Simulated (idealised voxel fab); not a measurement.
Process module name: voxel capacitor over wiring
The width of the displayed cross-section, cut, is 220 nm; its cells are square, with a size of 5 nm.
Square cells in a grid make up a cross-section in this document, and the grid is given as bands, listed from the top down, each one or more rows of cells. This entry defines a band. It first specifies the height of the band's top and the height of its bottom in nm, and then specifies the band's materials from left to right, stating each material with its width in nm. The word "throughout" identifies a single material that fills the band from edge to edge, while the word "empty" identifies empty space. A quick word on heights: they are counted from 0, and under that level the wafer as it came to us is one material throughout. The lowest band is different from the rest in having no bottom; it simply continues downward, written as in "0 and below". A width given as "30..40" starts at the first number in the band's top row and ends at the second number in its bottom row, shifting by an equal amount at every step from row to row. No cell of the cross-section changed in a step that is given as "nothing altered". The entry titled "Enclosed internal cavities" provides the empty spaces that have no open way to the top, restricted to those of 8 cells or more. Each is presented as width x height at distance, the distance being measured from the left edge, with all three in nm. What comes after the settings on a step's line is commentary from the simulator itself on that step. overlay nm: where the mask lay relative to plan, measured to the right, on steps with a mask; negatives go left.
# The process steps that were planned are listed below
1 RECEIVE, material Si
2 CONFORMAL_DEP, material SiO2, thk nm 15
3 DIRECTIONAL_DEP, material TiN, thk nm 5
4 DIRECTIONAL_DEP, material W, thk nm 15
5 DIRECTIONAL_DEP, material aC, thk nm 15
6 PATTERN, tone cover, mask id METAL_1, material resist, width nm 30, pitch nm 90, thk nm 30, overlay nm 0
7 DIRECTIONAL_ETCH, etch materials aC, depth nm 15
8 STRIP, etch materials resist
9 DIRECTIONAL_ETCH, etch materials W, depth nm 15
10 DIRECTIONAL_ETCH, etch materials TiN, depth nm 5
11 STRIP, etch materials aC
12 CONFORMAL_DEP, material SiN, thk nm 5
13 FILL_DEP, material SiO2, thk nm 5
14 CMP, height nm 35
15 CONFORMAL_DEP, material SiCN, thk nm 5
16 DIRECTIONAL_DEP, material SiO2, thk nm 15
17 PATTERN, tone open, mask id PLUG_1, material resist, width nm 15, thk nm 15, overlay nm 0
18 DIRECTIONAL_ETCH, etch materials SiO2, depth nm 15
19 DIRECTIONAL_ETCH, etch materials SiCN, depth nm 5
20 STRIP, etch materials resist
21 CONFORMAL_DEP, material TiN, thk nm 5
22 FILL_DEP, material Cu, thk nm 10
23 CMP, height nm 55
24 DIRECTIONAL_DEP, material TiN, thk nm 10
25 DIRECTIONAL_DEP, material Al2O3, thk nm 5
26 DIRECTIONAL_DEP, material TiN, thk nm 5
27 PATTERN, tone cover, mask id UPPER_PLATE, material resist, width nm 65, thk nm 15, overlay nm 0
28 DIRECTIONAL_ETCH, etch materials TiN, depth nm 5
29 DIRECTIONAL_ETCH, etch materials Al2O3, depth nm 5
30 STRIP, etch materials resist
31 DIRECTIONAL_DEP, material aC, thk nm 10
32 PATTERN, tone cover, mask id LOWER_PLATE, material resist, width nm 75, thk nm 25, overlay nm 0
33 DIRECTIONAL_ETCH, etch materials aC, depth nm 10
34 STRIP, etch materials resist
35 DIRECTIONAL_ETCH, etch materials TiN, depth nm 10
36 STRIP, etch materials aC
37 FILL_DEP, material SiO2, thk nm 20
38 CMP, height nm 90
39 MASKED_ETCH, tone open, mask id PLUG_2, width nm 15, etch materials SiO2, depth nm 15, overlay nm 0
40 CONFORMAL_DEP, material TiN, thk nm 5
41 FILL_DEP, material W, thk nm 5
42 CMP, height nm 90
43 CONFORMAL_DEP, material SiCN, thk nm 5
Wafer-to-wafer difference: thk nm, step 3. Common start. Plan = first wafer's value.
# So this is the first of several wafers, cross-sectioned as it came to us, meaning it's at the end of step 1
    0 and below | Si throughout
    Enclosed internal cavities: none
# Depicted here is the first of several wafers in cross-section, at module completion following the last step, step 43
    95 down to 90 | SiCN throughout
    90 down to 80 | SiO2: 75  TiN: 5  W: 5  TiN: 5  SiO2: 130
    80 down to 70 | SiO2: 75..65  TiN: 15..65  SiO2: 130..90
    70 down to 65 | SiO2: 65  Al2O3: 65  SiO2: 90
    65 down to 55 | SiO2: 60  TiN: 75  SiO2: 85
    55 down to 40 | SiO2: 65  TiN: 5  Cu: 5  TiN: 5  SiO2: 140
    40 down to 35 | SiCN: 65  TiN: 15  SiCN: 140
    35 down to 20 | SiO2: 45  SiN: 5  W: 30  SiN: 5  SiO2: 50  SiN: 5  W: 30  SiN: 5  SiO2: 45
    20 down to 15 | SiN: 50  TiN: 30  SiN: 60  TiN: 30  SiN: 50
    15 down to 0 | SiO2 throughout
    0 and below | Si throughout
    Enclosed internal cavities: none
# Final wafer cross-section at module end
    95 down to 90 | SiCN throughout
    90 down to 80 | SiO2: 75  TiN: 5  W: 5  TiN: 5  SiO2: 130
    80 down to 70 | SiO2: 75..65  TiN: 15..65  SiO2: 130..90
    70 down to 65 | SiO2: 65  Al2O3: 65  SiO2: 90
    65 down to 55 | SiO2: 60  TiN: 75  SiO2: 85
    55 down to 40 | SiO2: 65  TiN: 5  Cu: 5  TiN: 5  SiO2: 140
    40 down to 35 | SiCN: 65  TiN: 15  SiCN: 140
    35 down to 30 | SiN: 50  TiN: 30  SiN: 60  TiN: 30  SiN: 50
    30 down to 15 | TiN throughout
    15 down to 0 | SiO2 throughout
    0 and below | Si throughout
    Enclosed internal cavities: none
# Take any row and you have a wafer at the end of the module: how many cells of each material it has gained (+) or lost (-) since it was received, and then its closed voids
thk nm 5 | +13 Al2O3 | +3 Cu | +85 SiCN | +44 SiN | +582 SiO2 | +71 TiN | +38 W | Enclosed internal cavities: none
thk nm 10 | +13 Al2O3 | +3 Cu | +85 SiCN | +40 SiN | +554 SiO2 | +115 TiN | +26 W | Enclosed internal cavities: none
thk nm 15 | +13 Al2O3 | +3 Cu | +85 SiCN | +36 SiN | +526 SiO2 | +159 TiN | +14 W | Enclosed internal cavities: none
thk nm 20 | +13 Al2O3 | +3 Cu | +85 SiCN | +32 SiN | +498 SiO2 | +203 TiN | +2 W | Enclosed internal cavities: none
